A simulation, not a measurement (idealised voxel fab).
process module | voxel wiring stack
cross-section cut | 210 nm wide | cells 5 nm
A cross-section is a grid of square cells, given in bands from the top down. A band is one or more rows of cells.
Each band's line starts with the height of the band's top and of its bottom, in nm. Then come its materials from left to right, each with its width in nm. One material with "throughout" fills the band from edge to edge. "air" is empty space.
Height 0 is the level under which the wafer as received is all one material. The lowest band goes on downwards, as in "0 down".
A width such as "30 to 40" changes by the same amount from each row of cells to the next, from the band's top row to its bottom row.
"no change" after a step means that no cell of the cross-section changed.
closed voids: empty space of 8 cells or more with no open way to the top, each as width x height at its distance from the left edge, in nm
after a step's settings: what the simulator itself notes on the step
overlay nm, on a step with a mask: how far to the right of its planned place the mask lay; to the left if negative
plan
1 op RECEIVE | material Si
2 op CONFORMAL_DEP | material SiO2 | thk nm 10
3 op DIRECTIONAL_DEP | material TiN | thk nm 5
4 op DIRECTIONAL_DEP | material W | thk nm 25
5 op PATTERN | tone cover | mask id METAL_1 | material resist | width nm 30 | pitch nm 55 | thk nm 15 | overlay nm 0
6 op DIRECTIONAL_ETCH | etch materials W | depth nm 25
7 op DIRECTIONAL_ETCH | etch materials TiN | depth nm 5
8 op STRIP | etch materials resist
9 op FILL_DEP | material lowk | thk nm 5
10 op CMP | height nm 40
11 op CONFORMAL_DEP | material SiCN | thk nm 5
12 op DIRECTIONAL_DEP | material lowk | thk nm 10
13 op DIRECTIONAL_DEP | material aC | thk nm 15
14 op PATTERN | tone open | mask id PLUG_1 | material resist | width nm 15 | pitch nm 55 | thk nm 30 | overlay nm 0
15 op DIRECTIONAL_ETCH | etch materials aC | depth nm 15
16 op STRIP | etch materials resist
17 op DIRECTIONAL_ETCH | etch materials lowk | depth nm 10
18 op DIRECTIONAL_ETCH | etch materials SiCN | depth nm 5
19 op STRIP | etch materials aC
20 op EPI | material Ru | thk nm 10
21 op EPI | material Ru | thk nm 5
22 op CONFORMAL_DEP | material SiCN | thk nm 5
23 op DIRECTIONAL_DEP | material SiO2 | thk nm 25
24 op DIRECTIONAL_DEP | material aC | thk nm 10
25 op PATTERN | tone open | mask id METAL_2 | material resist | width nm 30 | pitch nm 55 | thk nm 25 | overlay nm 0
26 op DIRECTIONAL_ETCH | etch materials aC | depth nm 10
27 op STRIP | etch materials resist
28 op DIRECTIONAL_ETCH | etch materials SiO2 | depth nm 25
29 op DIRECTIONAL_ETCH | etch materials SiCN | depth nm 5
30 op STRIP | etch materials aC
31 op CONFORMAL_DEP | material TiN | thk nm 5
32 op FILL_DEP | material W | thk nm 5
33 op CMP | height nm 85
34 op CONFORMAL_DEP | material SiN | thk nm 5
as received, after step 1
  0 down: Si throughout
  closed voids: none
a wafer at the end: this start, this plan, one mistake
  90 to 85: SiN throughout
  85 to 60: SiO2 35 | TiN 5 | W 20 | TiN 5 | SiO2 25 | TiN 5 | W 20 | TiN 5 | SiO2 25 | TiN 5 | W 20 | TiN 5 | SiO2 35
  60 to 55: SiCN 35 | TiN 30 | SiCN 25 | TiN 30 | SiCN 25 | TiN 30 | SiCN 35
  55 to 45: lowk 35 | Ru 15 | lowk 40 | Ru 15 | lowk 40 | Ru 15 | lowk 50
  45 to 40: SiCN 35 | Ru 15 | SiCN 40 | Ru 15 | SiCN 40 | Ru 15 | SiCN 50
  40 to 15: lowk 30 | W 40 | lowk 15 | W 40 | lowk 15 | W 40 | lowk 30
  15 to 10: lowk 30 | TiN 40 | lowk 15 | TiN 40 | lowk 15 | TiN 40 | lowk 30
  10 to 0: SiO2 throughout
  0 down: Si throughout
  closed voids: none
what went wrong: step 5 ran as: op PATTERN | tone cover | mask id METAL_1 | material resist | width nm 40 | pitch nm 55 | thk nm 15 | overlay nm 0
